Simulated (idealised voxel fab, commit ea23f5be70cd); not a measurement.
process module | voxel transistor to metal
cross-section cut | 290 nm wide | cells 5 nm
A cross-section is a grid of square cells, given in bands from the top down. A band is one or more rows of cells.
Each band's line starts with the height of the band's top and of its bottom, in nm. Then come its materials from left to right, each with its width in nm. One material with "throughout" fills the band from edge to edge. "air" is empty space.
Height 0 is the level under which the wafer as received is all one material. The lowest band goes on downwards, as in "0 down".
A width such as "30 to 40" changes by the same amount from each row of cells to the next, from the band's top row to its bottom row.
"no change" after a step means that no cell of the cross-section changed.
closed voids: empty space of 8 cells or more with no open way to the top, each as width x height at its distance from the left edge, in nm
after a step's settings: what the simulator itself notes on the step
overlay nm, on a step with a mask: how far to the right of its planned place the mask lay; to the left if negative
Each pair below shows a cross-section before one step and the cross-section after it, down to the lowest band that changed. The line under each pair gives the step between them, with its settings. The pairs can come from different runs of this module on the same starting wafer, so a pair continues from the pair above only where its "before" says so.
before
  55 to 40: SiO2 25 | air 30 | SiO2 35 | air 30 | SiO2 45 | air 30 | SiO2 35 | air 30 | SiO2 30
  40 to 25: SiO2 25 | air 25 | SiN 10 | SiCN 25 | SiN 10 | air 25 | SiO2 45 | air 25 | SiN 10 | SiCN 25 | SiN 10 | air 25 | SiO2 30
  25 to 5: SiO2 25 | air 25 | SiN 10 | polySi 25 | SiN 10 | air 25 | SiO2 45 | air 25 | SiN 10 | polySi 25 | SiN 10 | air 25 | SiO2 30
  5 to -5: SiO2 10 | SiGe 40 | SiN 10 | polySi 25 | SiN 10 | SiGe 40 | SiO2 15 | SiGe 40 | SiN 10 | polySi 25 | SiN 10 | SiGe 40 | SiO2 15
  -5 to -10: SiO2 10 | SiN 10 | SiGe 30 | SiN 10 | SiO2 25 | SiN 10 | SiGe 30 | SiN 10 | SiO2 15 | SiN 10 | SiGe 30 | SiN 10 | SiO2 25 | SiN 10 | SiGe 30 | SiN 10 | SiO2 15
  -10 to -25: SiO2 15 | Si 5 | SiGe 30 | Si 45 | SiGe 30 | Si 5 | SiO2 25 | Si 5 | SiGe 30 | Si 45 | SiGe 30 | Si 5 | SiO2 20
  -25 down: Si throughout
  closed voids: none
after
  60 to 55: TiN 30 | air 20 | TiN 45 | air 20 | TiN 55 | air 20 | TiN 45 | air 20 | TiN 35
  55 to 45: SiO2 25 | TiN 5 | air 20 | TiN 5 | SiO2 35 | TiN 5 | air 20 | TiN 5 | SiO2 45 | TiN 5 | air 20 | TiN 5 | SiO2 35 | TiN 5 | air 20 | TiN 5 | SiO2 30
  45 to 40: SiO2 25 | TiN 5 | air 15 | TiN 10 | SiO2 35 | TiN 10 | air 15 | TiN 5 | SiO2 45 | TiN 5 | air 15 | TiN 10 | SiO2 35 | TiN 10 | air 15 | TiN 5 | SiO2 30
  40 to 25: SiO2 25 | TiN 5 | air 15 | TiN 5 | SiN 10 | SiCN 25 | SiN 10 | TiN 5 | air 15 | TiN 5 | SiO2 45 | TiN 5 | air 15 | TiN 5 | SiN 10 | SiCN 25 | SiN 10 | TiN 5 | air 15 | TiN 5 | SiO2 30
  25 to 10: SiO2 25 | TiN 5 | air 15 | TiN 5 | SiN 10 | polySi 25 | SiN 10 | TiN 5 | air 15 | TiN 5 | SiO2 45 | TiN 5 | air 15 | TiN 5 | SiN 10 | polySi 25 | SiN 10 | TiN 5 | air 15 | TiN 5 | SiO2 30
  10 to 5: SiO2 25 | TiN 25 | SiN 10 | polySi 25 | SiN 10 | TiN 25 | SiO2 45 | TiN 25 | SiN 10 | polySi 25 | SiN 10 | TiN 25 | SiO2 30
  below 5: unchanged
  closed voids: none
the step between: op CONFORMAL_DEP | material TiN | thk nm 5
before: the cross-section after the pair above
after
  65 to 60: W throughout
  60 to 55: TiN 30 | W 20 | TiN 45 | W 20 | TiN 55 | W 20 | TiN 45 | W 20 | TiN 35
  55 to 45: SiO2 25 | TiN 5 | W 20 | TiN 5 | SiO2 35 | TiN 5 | W 20 | TiN 5 | SiO2 45 | TiN 5 | W 20 | TiN 5 | SiO2 35 | TiN 5 | W 20 | TiN 5 | SiO2 30
  45 to 40: SiO2 25 | TiN 5 | W 15 | TiN 10 | SiO2 35 | TiN 10 | W 15 | TiN 5 | SiO2 45 | TiN 5 | W 15 | TiN 10 | SiO2 35 | TiN 10 | W 15 | TiN 5 | SiO2 30
  40 to 25: SiO2 25 | TiN 5 | W 15 | TiN 5 | SiN 10 | SiCN 25 | SiN 10 | TiN 5 | W 15 | TiN 5 | SiO2 45 | TiN 5 | W 15 | TiN 5 | SiN 10 | SiCN 25 | SiN 10 | TiN 5 | W 15 | TiN 5 | SiO2 30
  25 to 10: SiO2 25 | TiN 5 | W 15 | TiN 5 | SiN 10 | polySi 25 | SiN 10 | TiN 5 | W 15 | TiN 5 | SiO2 45 | TiN 5 | W 15 | TiN 5 | SiN 10 | polySi 25 | SiN 10 | TiN 5 | W 15 | TiN 5 | SiO2 30
  below 10: unchanged
  closed voids: none
the step between: op FILL_DEP | material W | thk nm 5
before: the cross-section after the pair above
after
  55 to 45: SiO2 25 | TiN 5 | W 20 | TiN 5 | SiO2 35 | TiN 5 | W 20 | TiN 5 | SiO2 45 | TiN 5 | W 20 | TiN 5 | SiO2 35 | TiN 5 | W 20 | TiN 5 | SiO2 30
  below 45: unchanged
  closed voids: none
the step between: op CMP | height nm 55
before: the cross-section after the pair above
after
  60 to 55: SiN throughout
  below 55: unchanged
  closed voids: none
the step between: op CONFORMAL_DEP | material SiN | thk nm 5
before: the cross-section after the pair above
after
  75 to 60: lowk throughout
  below 60: unchanged
  closed voids: none
the step between: op DIRECTIONAL_DEP | material lowk | thk nm 15
before: the cross-section after the pair above
after
  75 to 60: lowk 25 | air 20 | lowk 55 | air 20 | lowk 45 | air 20 | lowk 55 | air 20 | lowk 30
  below 60: unchanged
  closed voids: none
the step between: op MASKED_ETCH | tone open | mask id METAL_1 | width nm 20 | etch materials lowk | depth nm 15 | overlay nm 0
before: the cross-section after the pair above
after
  75 to 60: lowk 25 | air 20 | lowk 55 | air 20 | lowk 45 | air 20 | lowk 55 | air 20 | lowk 30
  60 to 55: SiN 25 | air 20 | SiN 55 | air 20 | SiN 45 | air 20 | SiN 55 | air 20 | SiN 30
  below 55: unchanged
  closed voids: none
the step between: op MASKED_ETCH | tone open | mask id METAL_1 | width nm 20 | etch materials SiN | depth nm 5 | overlay nm 0
before: the cross-section after the pair above
after
  80 to 75: TiN 30 | air 10 | TiN 65 | air 10 | TiN 55 | air 10 | TiN 65 | air 10 | TiN 35
  75 to 60: lowk 25 | TiN 5 | air 10 | TiN 5 | lowk 55 | TiN 5 | air 10 | TiN 5 | lowk 45 | TiN 5 | air 10 | TiN 5 | lowk 55 | TiN 5 | air 10 | TiN 5 | lowk 30
  60 to 55: SiN 25 | TiN 20 | SiN 55 | TiN 20 | SiN 45 | TiN 20 | SiN 55 | TiN 20 | SiN 30
  below 55: unchanged
  closed voids: none
the step between: op CONFORMAL_DEP | material TiN | thk nm 5
before: the cross-section after the pair above
after
  90 to 80: Cu throughout
  80 to 75: TiN 30 | Cu 10 | TiN 65 | Cu 10 | TiN 55 | Cu 10 | TiN 65 | Cu 10 | TiN 35
  75 to 60: lowk 25 | TiN 5 | Cu 10 | TiN 5 | lowk 55 | TiN 5 | Cu 10 | TiN 5 | lowk 45 | TiN 5 | Cu 10 | TiN 5 | lowk 55 | TiN 5 | Cu 10 | TiN 5 | lowk 30
  below 60: unchanged
  closed voids: none
the step between: op FILL_DEP | material Cu | thk nm 10
before: the cross-section after the pair above
after
  75 to 60: lowk 25 | TiN 5 | Cu 10 | TiN 5 | lowk 55 | TiN 5 | Cu 10 | TiN 5 | lowk 45 | TiN 5 | Cu 10 | TiN 5 | lowk 55 | TiN 5 | Cu 10 | TiN 5 | lowk 30
  below 60: unchanged
  closed voids: none
the step between: op CMP | height nm 75
before: the cross-section after the pair above
after
  80 to 75: air 20 | Ru 30 | air 45 | Ru 30 | air 35 | Ru 30 | air 45 | Ru 30 | air 25
  below 75: unchanged
  closed voids: none
the step between: op EPI | material Ru | thk nm 5
before: the cross-section after the pair above
after
  85 to 80: SiCN throughout
  80 to 75: SiCN 20 | Ru 30 | SiCN 45 | Ru 30 | SiCN 35 | Ru 30 | SiCN 45 | Ru 30 | SiCN 25
  below 75: unchanged
  closed voids: none
the step between: op FILL_DEP | material SiCN | thk nm 5
before
  40 to 35: air 45 | SiN 10 | air 5 | SiCN 25 | air 5 | SiN 10 | air 85 | SiN 10 | air 5 | SiCN 25 | air 5 | SiN 10 | air 50
  35 to 25: air 45 | SiN 10 | SiO2 5 | SiCN 25 | SiO2 5 | SiN 10 | air 85 | SiN 10 | SiO2 5 | SiCN 25 | SiO2 5 | SiN 10 | air 50
  25 to 5: air 45 | SiN 10 | SiO2 5 | polySi 25 | SiO2 5 | SiN 10 | air 85 | SiN 10 | SiO2 5 | polySi 25 | SiO2 5 | SiN 10 | air 50
  5 to 0: air 20 | SiGe 25 | SiN 10 | SiO2 5 | polySi 25 | SiO2 5 | SiN 10 | SiGe 25 | air 35 | SiGe 25 | SiN 10 | SiO2 5 | polySi 25 | SiO2 5 | SiN 10 | SiGe 25 | air 25
  0 to -5: air 15 | SiN 10 | SiGe 20 | SiN 10 | SiO2 5 | polySi 25 | SiO2 5 | SiN 10 | SiGe 20 | SiN 10 | air 25 | SiN 10 | SiGe 20 | SiN 10 | SiO2 5 | polySi 25 | SiO2 5 | SiN 10 | SiGe 20 | SiN 10 | air 20
  -5 to -10: SiO2 25 | SiGe 20 | SiO2 55 | SiGe 20 | SiO2 45 | SiGe 20 | SiO2 55 | SiGe 20 | SiO2 30
  -10 to -25: SiO2 15 | Si 10 | SiGe 20 | Si 55 | SiGe 20 | Si 10 | SiO2 25 | Si 10 | SiGe 20 | Si 55 | SiGe 20 | Si 10 | SiO2 20
  -25 down: Si throughout
  closed voids: none
after
  40 to 35: air 45 | SiN 10 | air 5 | SiCN 25 | air 5 | SiN 10 | air 85 | SiN 10 | air 5 | SiCN 25 | air 5 | SiN 10 | air 50
  35 to 25: air 45 | SiN 10 | SiO2 5 | SiCN 25 | SiO2 5 | SiN 10 | air 85 | SiN 10 | SiO2 5 | SiCN 25 | SiO2 5 | SiN 10 | air 50
  25 to 20: air 45 | SiN 10 | SiO2 5 | polySi 25 | SiO2 5 | SiN 10 | air 85 | SiN 10 | SiO2 5 | polySi 25 | SiO2 5 | SiN 10 | air 50
  20 to 0: air 5 | SiGe 40 | SiN 10 | SiO2 5 | polySi 25 | SiO2 5 | SiN 10 | SiGe 40 | air 5 | SiGe 40 | SiN 10 | SiO2 5 | polySi 25 | SiO2 5 | SiN 10 | SiGe 40 | air 10
  0 to -5: air 5 | SiGe 10 | SiN 10 | SiGe 20 | SiN 10 | SiO2 5 | polySi 25 | SiO2 5 | SiN 10 | SiGe 20 | SiN 10 | SiGe 10 | air 5 | SiGe 10 | SiN 10 | SiGe 20 | SiN 10 | SiO2 5 | polySi 25 | SiO2 5 | SiN 10 | SiGe 20 | SiN 10 | SiGe 10 | air 10
  below -5: unchanged
  closed voids: none
the step between: op EPI | material SiGe | thk nm 15
before: the cross-section after the pair above
after
  45 to 40: SiO2 throughout
  40 to 25: SiO2 45 | SiN 10 | SiO2 5 | SiCN 25 | SiO2 5 | SiN 10 | SiO2 85 | SiN 10 | SiO2 5 | SiCN 25 | SiO2 5 | SiN 10 | SiO2 50
  25 to 20: SiO2 45 | SiN 10 | SiO2 5 | polySi 25 | SiO2 5 | SiN 10 | SiO2 85 | SiN 10 | SiO2 5 | polySi 25 | SiO2 5 | SiN 10 | SiO2 50
  20 to 0: SiO2 5 | SiGe 40 | SiN 10 | SiO2 5 | polySi 25 | SiO2 5 | SiN 10 | SiGe 40 | SiO2 5 | SiGe 40 | SiN 10 | SiO2 5 | polySi 25 | SiO2 5 | SiN 10 | SiGe 40 | SiO2 10
  0 to -5: SiO2 5 | SiGe 10 | SiN 10 | SiGe 20 | SiN 10 | SiO2 5 | polySi 25 | SiO2 5 | SiN 10 | SiGe 20 | SiN 10 | SiGe 10 | SiO2 5 | SiGe 10 | SiN 10 | SiGe 20 | SiN 10 | SiO2 5 | polySi 25 | SiO2 5 | SiN 10 | SiGe 20 | SiN 10 | SiGe 10 | SiO2 10
  below -5: unchanged
  closed voids: none
the step between: op FILL_DEP | material SiO2 | thk nm 5
before: the cross-section after the pair above
after
  40 to 25: SiO2 45 | SiN 10 | SiO2 5 | SiCN 25 | SiO2 5 | SiN 10 | SiO2 85 | SiN 10 | SiO2 5 | SiCN 25 | SiO2 5 | SiN 10 | SiO2 50
  below 25: unchanged
  closed voids: none
the step between: op CMP | height nm 40
before: the cross-section after the pair above
after
  55 to 40: SiO2 throughout
  below 40: unchanged
  closed voids: none
the step between: op DIRECTIONAL_DEP | material SiO2 | thk nm 15
before: the cross-section after the pair above
after
  55 to 40: SiO2 25 | air 30 | SiO2 35 | air 30 | SiO2 45 | air 30 | SiO2 35 | air 30 | SiO2 30
  40 to 25: SiO2 25 | air 20 | SiN 10 | SiO2 5 | SiCN 25 | SiO2 5 | SiN 10 | air 20 | SiO2 45 | air 20 | SiN 10 | SiO2 5 | SiCN 25 | SiO2 5 | SiN 10 | air 20 | SiO2 30
  25 to 20: SiO2 25 | air 20 | SiN 10 | SiO2 5 | polySi 25 | SiO2 5 | SiN 10 | air 20 | SiO2 45 | air 20 | SiN 10 | SiO2 5 | polySi 25 | SiO2 5 | SiN 10 | air 20 | SiO2 30
  below 20: unchanged
  closed voids: none
the step between: op MASKED_ETCH | tone open | mask id CONTACT | width nm 30 | etch materials SiO2 | depth nm 50 | overlay nm 0
before: the cross-section after the pair above
after
  60 to 55: TiN 30 | air 20 | TiN 45 | air 20 | TiN 55 | air 20 | TiN 45 | air 20 | TiN 35
  55 to 45: SiO2 25 | TiN 5 | air 20 | TiN 5 | SiO2 35 | TiN 5 | air 20 | TiN 5 | SiO2 45 | TiN 5 | air 20 | TiN 5 | SiO2 35 | TiN 5 | air 20 | TiN 5 | SiO2 30
  45 to 40: SiO2 25 | TiN 5 | air 10 | TiN 15 | SiO2 35 | TiN 15 | air 10 | TiN 5 | SiO2 45 | TiN 5 | air 10 | TiN 15 | SiO2 35 | TiN 15 | air 10 | TiN 5 | SiO2 30
  40 to 25: SiO2 25 | TiN 5 | air 10 | TiN 5 | SiN 10 | SiO2 5 | SiCN 25 | SiO2 5 | SiN 10 | TiN 5 | air 10 | TiN 5 | SiO2 45 | TiN 5 | air 10 | TiN 5 | SiN 10 | SiO2 5 | SiCN 25 | SiO2 5 | SiN 10 | TiN 5 | air 10 | TiN 5 | SiO2 30
  25 to 20: SiO2 25 | TiN 20 | SiN 10 | SiO2 5 | polySi 25 | SiO2 5 | SiN 10 | TiN 20 | SiO2 45 | TiN 20 | SiN 10 | SiO2 5 | polySi 25 | SiO2 5 | SiN 10 | TiN 20 | SiO2 30
  below 20: unchanged
  closed voids: none
the step between: op CONFORMAL_DEP | material TiN | thk nm 5
before: the cross-section after the pair above
after
  65 to 60: W throughout
  60 to 55: TiN 30 | W 20 | TiN 45 | W 20 | TiN 55 | W 20 | TiN 45 | W 20 | TiN 35
  55 to 45: SiO2 25 | TiN 5 | W 20 | TiN 5 | SiO2 35 | TiN 5 | W 20 | TiN 5 | SiO2 45 | TiN 5 | W 20 | TiN 5 | SiO2 35 | TiN 5 | W 20 | TiN 5 | SiO2 30
  45 to 40: SiO2 25 | TiN 5 | W 10 | TiN 15 | SiO2 35 | TiN 15 | W 10 | TiN 5 | SiO2 45 | TiN 5 | W 10 | TiN 15 | SiO2 35 | TiN 15 | W 10 | TiN 5 | SiO2 30
  40 to 25: SiO2 25 | TiN 5 | W 10 | TiN 5 | SiN 10 | SiO2 5 | SiCN 25 | SiO2 5 | SiN 10 | TiN 5 | W 10 | TiN 5 | SiO2 45 | TiN 5 | W 10 | TiN 5 | SiN 10 | SiO2 5 | SiCN 25 | SiO2 5 | SiN 10 | TiN 5 | W 10 | TiN 5 | SiO2 30
  below 25: unchanged
  closed voids: none
the step between: op FILL_DEP | material W | thk nm 5
before: the cross-section after the pair above
after
  55 to 45: SiO2 25 | TiN 5 | W 20 | TiN 5 | SiO2 35 | TiN 5 | W 20 | TiN 5 | SiO2 45 | TiN 5 | W 20 | TiN 5 | SiO2 35 | TiN 5 | W 20 | TiN 5 | SiO2 30
  below 45: unchanged
  closed voids: none
the step between: op CMP | height nm 55
before: the cross-section after the pair above
after
  60 to 55: SiN throughout
  below 55: unchanged
  closed voids: none
the step between: op CONFORMAL_DEP | material SiN | thk nm 5
before: the cross-section after the pair above
after
  75 to 60: lowk throughout
  below 60: unchanged
  closed voids: none
the step between: op DIRECTIONAL_DEP | material lowk | thk nm 15
before: the cross-section after the pair above
after
  75 to 60: lowk 25 | air 20 | lowk 55 | air 20 | lowk 45 | air 20 | lowk 55 | air 20 | lowk 30
  below 60: unchanged
  closed voids: none
the step between: op MASKED_ETCH | tone open | mask id METAL_1 | width nm 20 | etch materials lowk | depth nm 15 | overlay nm 0
before: the cross-section after the pair above
after
  75 to 60: lowk 25 | air 20 | lowk 55 | air 20 | lowk 45 | air 20 | lowk 55 | air 20 | lowk 30
  60 to 55: SiN 25 | air 20 | SiN 55 | air 20 | SiN 45 | air 20 | SiN 55 | air 20 | SiN 30
  below 55: unchanged
  closed voids: none
the step between: op MASKED_ETCH | tone open | mask id METAL_1 | width nm 20 | etch materials SiN | depth nm 5 | overlay nm 0
before: the cross-section after the pair above
after
  80 to 75: TiN 30 | air 10 | TiN 65 | air 10 | TiN 55 | air 10 | TiN 65 | air 10 | TiN 35
  75 to 60: lowk 25 | TiN 5 | air 10 | TiN 5 | lowk 55 | TiN 5 | air 10 | TiN 5 | lowk 45 | TiN 5 | air 10 | TiN 5 | lowk 55 | TiN 5 | air 10 | TiN 5 | lowk 30
  60 to 55: SiN 25 | TiN 20 | SiN 55 | TiN 20 | SiN 45 | TiN 20 | SiN 55 | TiN 20 | SiN 30
  below 55: unchanged
  closed voids: none
the step between: op CONFORMAL_DEP | material TiN | thk nm 5
before: the cross-section after the pair above
after
  90 to 80: Cu throughout
  80 to 75: TiN 30 | Cu 10 | TiN 65 | Cu 10 | TiN 55 | Cu 10 | TiN 65 | Cu 10 | TiN 35
  75 to 60: lowk 25 | TiN 5 | Cu 10 | TiN 5 | lowk 55 | TiN 5 | Cu 10 | TiN 5 | lowk 45 | TiN 5 | Cu 10 | TiN 5 | lowk 55 | TiN 5 | Cu 10 | TiN 5 | lowk 30
  below 60: unchanged
  closed voids: none
the step between: op FILL_DEP | material Cu | thk nm 10
before: the cross-section after the pair above
after
  75 to 60: lowk 25 | TiN 5 | Cu 10 | TiN 5 | lowk 55 | TiN 5 | Cu 10 | TiN 5 | lowk 45 | TiN 5 | Cu 10 | TiN 5 | lowk 55 | TiN 5 | Cu 10 | TiN 5 | lowk 30
  below 60: unchanged
  closed voids: none
the step between: op CMP | height nm 75
before: the cross-section after the pair above
after
  80 to 75: air 20 | Ru 30 | air 45 | Ru 30 | air 35 | Ru 30 | air 45 | Ru 30 | air 25
  below 75: unchanged
  closed voids: none
the step between: op EPI | material Ru | thk nm 5
before: the cross-section after the pair above
after
  85 to 80: SiCN throughout
  80 to 75: SiCN 20 | Ru 30 | SiCN 45 | Ru 30 | SiCN 35 | Ru 30 | SiCN 45 | Ru 30 | SiCN 25
  below 75: unchanged
  closed voids: none
the step between: op FILL_DEP | material SiCN | thk nm 5
before
  55 to 45: SiO2 25 | TiN 5 | W 20 | TiN 5 | SiO2 35 | TiN 5 | W 20 | TiN 5 | SiO2 45 | TiN 5 | W 20 | TiN 5 | SiO2 35 | TiN 5 | W 20 | TiN 5 | SiO2 30
  45 to 40: SiO2 25 | TiN 5 | W 10 | TiN 15 | SiO2 35 | TiN 15 | W 10 | TiN 5 | SiO2 45 | TiN 5 | W 10 | TiN 15 | SiO2 35 | TiN 15 | W 10 | TiN 5 | SiO2 30
  40 to 25: SiO2 25 | TiN 5 | W 10 | TiN 5 | SiN 10 | SiO2 5 | SiCN 25 | SiO2 5 | SiN 10 | TiN 5 | W 10 | TiN 5 | SiO2 45 | TiN 5 | W 10 | TiN 5 | SiN 10 | SiO2 5 | SiCN 25 | SiO2 5 | SiN 10 | TiN 5 | W 10 | TiN 5 | SiO2 30
  25 to 10: SiO2 25 | TiN 5 | W 10 | TiN 5 | SiN 10 | SiO2 5 | polySi 25 | SiO2 5 | SiN 10 | TiN 5 | W 10 | TiN 5 | SiO2 45 | TiN 5 | W 10 | TiN 5 | SiN 10 | SiO2 5 | polySi 25 | SiO2 5 | SiN 10 | TiN 5 | W 10 | TiN 5 | SiO2 30
  10 to 5: SiO2 25 | TiN 20 | SiN 10 | SiO2 5 | polySi 25 | SiO2 5 | SiN 10 | TiN 20 | SiO2 45 | TiN 20 | SiN 10 | SiO2 5 | polySi 25 | SiO2 5 | SiN 10 | TiN 20 | SiO2 30
  5 to 0: SiO2 20 | SiGe 25 | SiN 10 | SiO2 5 | polySi 25 | SiO2 5 | SiN 10 | SiGe 25 | SiO2 35 | SiGe 25 | SiN 10 | SiO2 5 | polySi 25 | SiO2 5 | SiN 10 | SiGe 25 | SiO2 25
  0 to -5: SiO2 15 | SiN 10 | SiGe 20 | SiN 10 | SiO2 5 | polySi 25 | SiO2 5 | SiN 10 | SiGe 20 | SiN 10 | SiO2 25 | SiN 10 | SiGe 20 | SiN 10 | SiO2 5 | polySi 25 | SiO2 5 | SiN 10 | SiGe 20 | SiN 10 | SiO2 20
  -5 to -10: SiO2 25 | SiGe 20 | SiO2 55 | SiGe 20 | SiO2 45 | SiGe 20 | SiO2 55 | SiGe 20 | SiO2 30
  -10 to -25: SiO2 15 | Si 10 | SiGe 20 | Si 55 | SiGe 20 | Si 10 | SiO2 25 | Si 10 | SiGe 20 | Si 55 | SiGe 20 | Si 10 | SiO2 20
  -25 down: Si throughout
  closed voids: none
after
  70 to 55: lowk throughout
  below 55: unchanged
  closed voids: none
the step between: op DIRECTIONAL_DEP | material lowk | thk nm 15
before: the cross-section after the pair above
after
  75 to 70: SiN throughout
  below 70: unchanged
  closed voids: none
the step between: op CONFORMAL_DEP | material SiN | thk nm 5
before: the cross-section after the pair above
after
  75 to 70: SiN 25 | air 20 | SiN 55 | air 20 | SiN 45 | air 20 | SiN 55 | air 20 | SiN 30
  below 70: unchanged
  closed voids: none
the step between: op MASKED_ETCH | tone open | mask id METAL_1 | width nm 20 | etch materials SiN | depth nm 5 | overlay nm 0
before: the cross-section after the pair above
after
  80 to 75: TiN 30 | air 10 | TiN 65 | air 10 | TiN 55 | air 10 | TiN 65 | air 10 | TiN 35
  75 to 70: SiN 25 | TiN 20 | SiN 55 | TiN 20 | SiN 45 | TiN 20 | SiN 55 | TiN 20 | SiN 30
  below 70: unchanged
  closed voids: none
the step between: op CONFORMAL_DEP | material TiN | thk nm 5
before: the cross-section after the pair above
after
  90 to 80: Cu throughout
  80 to 75: TiN 30 | Cu 10 | TiN 65 | Cu 10 | TiN 55 | Cu 10 | TiN 65 | Cu 10 | TiN 35
  below 75: unchanged
  closed voids: none
the step between: op FILL_DEP | material Cu | thk nm 10
before: the cross-section after the pair above
after
  75 to 70: SiN 25 | TiN 20 | SiN 55 | TiN 20 | SiN 45 | TiN 20 | SiN 55 | TiN 20 | SiN 30
  below 70: unchanged
  closed voids: none
the step between: op CMP | height nm 75
before: the cross-section after the pair above
after
  80 to 75: air 20 | Ru 30 | air 45 | Ru 30 | air 35 | Ru 30 | air 45 | Ru 30 | air 25
  below 75: unchanged
  closed voids: none
the step between: op EPI | material Ru | thk nm 5
before: the cross-section after the pair above
after
  85 to 80: SiCN throughout
  80 to 75: SiCN 20 | Ru 30 | SiCN 45 | Ru 30 | SiCN 35 | Ru 30 | SiCN 45 | Ru 30 | SiCN 25
  below 75: unchanged
  closed voids: none
the step between: op FILL_DEP | material SiCN | thk nm 5
before
  0 to -5: SiO2 10 | air 125 | SiO2 15 | air 125 | SiO2 15
  -5 to -10: SiO2 throughout
  -10 to -25: SiO2 15 | Si 115 | SiO2 25 | Si 115 | SiO2 20
  -25 down: Si throughout
  closed voids: none
after
  35 to 30: polySi 10 | air 125 | polySi 15 | air 125 | polySi 15
  30 to 0: polySi throughout
  0 to -5: SiO2 10 | polySi 125 | SiO2 15 | polySi 125 | SiO2 15
  below -5: unchanged
  closed voids: none
the step between: op DIRECTIONAL_DEP | material polySi | thk nm 35
before: the cross-section after the pair above
after
  50 to 45: SiCN 10 | air 125 | SiCN 15 | air 125 | SiCN 15
  45 to 35: SiCN throughout
  35 to 30: polySi 10 | SiCN 125 | polySi 15 | SiCN 125 | polySi 15
  below 30: unchanged
  closed voids: none
the step between: op DIRECTIONAL_DEP | material SiCN | thk nm 15
before: the cross-section after the pair above
after
  60 to 55: aC 10 | air 125 | aC 15 | air 125 | aC 15
  55 to 50: aC throughout
  50 to 45: SiCN 10 | aC 125 | SiCN 15 | aC 125 | SiCN 15
  below 45: unchanged
  closed voids: none
the step between: op DIRECTIONAL_DEP | material aC | thk nm 10
before: the cross-section after the pair above
after
  85 to 60: air 60 | resist 25 | air 115 | resist 25 | air 65
  60 to 55: aC 10 | air 50 | resist 25 | air 50 | aC 15 | air 50 | resist 25 | air 50 | aC 15
  below 55: unchanged
  closed voids: none
the step between: op PATTERN | tone cover | mask id GATE | material resist | width nm 25 | pitch nm 140 | thk nm 25 | overlay nm 0
before: the cross-section after the pair above
after
  75 to 55: air 60 | resist 25 | air 115 | resist 25 | air 65
  55 to 50: air 60 | aC 25 | air 115 | aC 25 | air 65
  50 to 45: SiCN 10 | air 50 | aC 25 | air 50 | SiCN 15 | air 50 | aC 25 | air 50 | SiCN 15
  below 45: unchanged
  closed voids: none
the step between: op DIRECTIONAL_ETCH | etch materials aC | depth nm 10
before: the cross-section after the pair above
after
  55 to 50: air 60 | aC 25 | air 115 | aC 25 | air 65
  below 50: unchanged
  closed voids: none
the step between: op STRIP | etch materials resist
before: the cross-section after the pair above
after
  55 to 45: air 60 | aC 25 | air 115 | aC 25 | air 65
  45 to 35: air 60 | SiCN 25 | air 115 | SiCN 25 | air 65
  35 to 30: polySi 10 | air 50 | SiCN 25 | air 50 | polySi 15 | air 50 | SiCN 25 | air 50 | polySi 15
  below 30: unchanged
  closed voids: none
the step between: op DIRECTIONAL_ETCH | etch materials SiCN | depth nm 25
before: the cross-section after the pair above
after
  55 to 45: air 60 | aC 25 | air 115 | aC 25 | air 65
  45 to 30: air 60 | SiCN 25 | air 115 | SiCN 25 | air 65
  30 to 0: air 60 | polySi 25 | air 115 | polySi 25 | air 65
  0 to -5: SiO2 10 | air 50 | polySi 25 | air 50 | SiO2 15 | air 50 | polySi 25 | air 50 | SiO2 15
  below -5: unchanged
  closed voids: none
the step between: op DIRECTIONAL_ETCH | etch materials polySi | depth nm 40
before: the cross-section after the pair above
after
  45 to 30: air 60 | SiCN 25 | air 115 | SiCN 25 | air 65
  below 30: unchanged
  closed voids: none
the step between: op STRIP | etch materials aC
before: the cross-section after the pair above
after
  50 to 45: air 55 | SiO2 35 | air 105 | SiO2 35 | air 60
  45 to 30: air 55 | SiO2 5 | SiCN 25 | SiO2 5 | air 105 | SiO2 5 | SiCN 25 | SiO2 5 | air 60
  30 to 5: air 55 | SiO2 5 | polySi 25 | SiO2 5 | air 105 | SiO2 5 | polySi 25 | SiO2 5 | air 60
  5 to 0: SiO2 15 | air 40 | SiO2 5 | polySi 25 | SiO2 5 | air 40 | SiO2 25 | air 40 | SiO2 5 | polySi 25 | SiO2 5 | air 40 | SiO2 20
  0 to -5: SiO2 60 | polySi 25 | SiO2 115 | polySi 25 | SiO2 65
  below -5: unchanged
  closed voids: none
the step between: op CONFORMAL_DEP | material SiO2 | thk nm 5
before: the cross-section after the pair above
after
  45 to 30: air 55 | SiO2 5 | SiCN 25 | SiO2 5 | air 105 | SiO2 5 | SiCN 25 | SiO2 5 | air 60
  30 to 0: air 55 | SiO2 5 | polySi 25 | SiO2 5 | air 105 | SiO2 5 | polySi 25 | SiO2 5 | air 60
  0 to -5: SiO2 15 | air 40 | SiO2 5 | polySi 25 | SiO2 5 | air 40 | SiO2 25 | air 40 | SiO2 5 | polySi 25 | SiO2 5 | air 40 | SiO2 20
  below -5: unchanged
  closed voids: none
the step between: op DIRECTIONAL_ETCH | etch materials SiO2 | depth nm 5
before: the cross-section after the pair above
after
  55 to 45: air 45 | SiN 55 | air 85 | SiN 55 | air 50
  45 to 30: air 45 | SiN 10 | SiO2 5 | SiCN 25 | SiO2 5 | SiN 10 | air 85 | SiN 10 | SiO2 5 | SiCN 25 | SiO2 5 | SiN 10 | air 50
  30 to 10: air 45 | SiN 10 | SiO2 5 | polySi 25 | SiO2 5 | SiN 10 | air 85 | SiN 10 | SiO2 5 | polySi 25 | SiO2 5 | SiN 10 | air 50
  10 to 5: SiN 25 | air 20 | SiN 10 | SiO2 5 | polySi 25 | SiO2 5 | SiN 10 | air 20 | SiN 45 | air 20 | SiN 10 | SiO2 5 | polySi 25 | SiO2 5 | SiN 10 | air 20 | SiN 30
  5 to 0: SiN 55 | SiO2 5 | polySi 25 | SiO2 5 | SiN 105 | SiO2 5 | polySi 25 | SiO2 5 | SiN 60
  0 to -5: SiO2 15 | SiN 40 | SiO2 5 | polySi 25 | SiO2 5 | SiN 40 | SiO2 25 | SiN 40 | SiO2 5 | polySi 25 | SiO2 5 | SiN 40 | SiO2 20
  below -5: unchanged
  closed voids: none
the step between: op CONFORMAL_DEP | material SiN | thk nm 10
before: the cross-section after the pair above
after
  45 to 30: air 45 | SiN 10 | SiO2 5 | SiCN 25 | SiO2 5 | SiN 10 | air 85 | SiN 10 | SiO2 5 | SiCN 25 | SiO2 5 | SiN 10 | air 50
  30 to 0: air 45 | SiN 10 | SiO2 5 | polySi 25 | SiO2 5 | SiN 10 | air 85 | SiN 10 | SiO2 5 | polySi 25 | SiO2 5 | SiN 10 | air 50
  0 to -5: SiO2 15 | SiN 10 | air 20 | SiN 10 | SiO2 5 | polySi 25 | SiO2 5 | SiN 10 | air 20 | SiN 10 | SiO2 25 | SiN 10 | air 20 | SiN 10 | SiO2 5 | polySi 25 | SiO2 5 | SiN 10 | air 20 | SiN 10 | SiO2 20
  below -5: unchanged
  closed voids: none
the step between: op DIRECTIONAL_ETCH | etch materials SiN | depth nm 10
